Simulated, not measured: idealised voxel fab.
Herein follows the process module entitled voxel trench capacitor.
Xsec cut, 165 nm wide, square cell size 5 nm.
A cross-section in this document is a grid of square cells, and it is written down as bands, the top band listed before the ones below it; a band is made up of one or more rows of cells. It is stipulated that each band's entry specify, in nanometres, the height of the top of the band and then that of its bottom, followed by the materials of the band in left-to-right sequence, each together with its width in nanometres. A single material marked by the word "full width" is understood to fill the band from edge to edge; the word "air" is understood to denote empty space. Heads up on the height convention: 0 is the point under which the incoming wafer is all one material, and the lowest band has no bottom, it just keeps going down, like "z 0 and below". You'd read "30..40" like this: the band's top row of cells is as wide as the first number, its bottom row is as wide as the second, and going down, every row changes width by the same amount as the row before did. "everything unchanged" -> step changed no cross-section cell. "Fully sealed cavities" lists enclosed empty spaces (at least 8 cells, no open path upward to the top), each as width x height at distance from the left edge, in nm. Past the settings on a step's line: simulator remark, on that step. overlay nm: how far to the right of its planned place the mask lay on this masked step (negative: to the left).
Planned process steps
1 RECEIVE, material Si
2 CONFORMAL_DEP, material SiN, thk nm 10
3 MASKED_ETCH, tone open, mask id TRENCH, width nm 30, pitch nm 50, etch materials SiN, depth nm 10, overlay nm 0
4 MASKED_ETCH, tone open, mask id TRENCH, width nm 30, pitch nm 50, etch materials Si, depth nm 25, overlay nm 0
5 CONFORMAL_DEP, material Al2O3, thk nm 5
6 CONFORMAL_DEP, material TiN, thk nm 5
7 FILL_DEP, material W, thk nm 10
8 CMP, height nm 10
This is the cross-section of the wafer as we received it, i.e. after step 1
z 0 and below  Si full width
Fully sealed cavities: none
Module complete, cross-section. Starting point and plan per above. One mistake made in running the module
z 5 to 0  SiN (15) / Al2O3 (5) / TiN (5) / W (10) / TiN (5) / Al2O3 (5) / SiN (20) / Al2O3 (5) / TiN (5) / W (10) / TiN (5) / Al2O3 (5) / SiN (20) / Al2O3 (5) / TiN (5) / W (10) / TiN (5) / Al2O3 (5) / SiN (20)
z 0 to -15  Si (15) / Al2O3 (5) / TiN (5) / W (10) / TiN (5) / Al2O3 (5) / Si (20) / Al2O3 (5) / TiN (5) / W (10) / TiN (5) / Al2O3 (5) / Si (20) / Al2O3 (5) / TiN (5) / W (10) / TiN (5) / Al2O3 (5) / Si (20)
z -15 to -20  Si (15) / Al2O3 (5) / TiN (20) / Al2O3 (5) / Si (20) / Al2O3 (5) / TiN (20) / Al2O3 (5) / Si (20) / Al2O3 (5) / TiN (20) / Al2O3 (5) / Si (20)
z -20 to -25  Si (15) / Al2O3 (30) / Si (20) / Al2O3 (30) / Si (20) / Al2O3 (30) / Si (20)
z -25 and below  Si full width
Fully sealed cavities: none
Heads up, the wafer didn't run the way we planned it: step 8 changed vs plan, executed as CMP, height nm 5
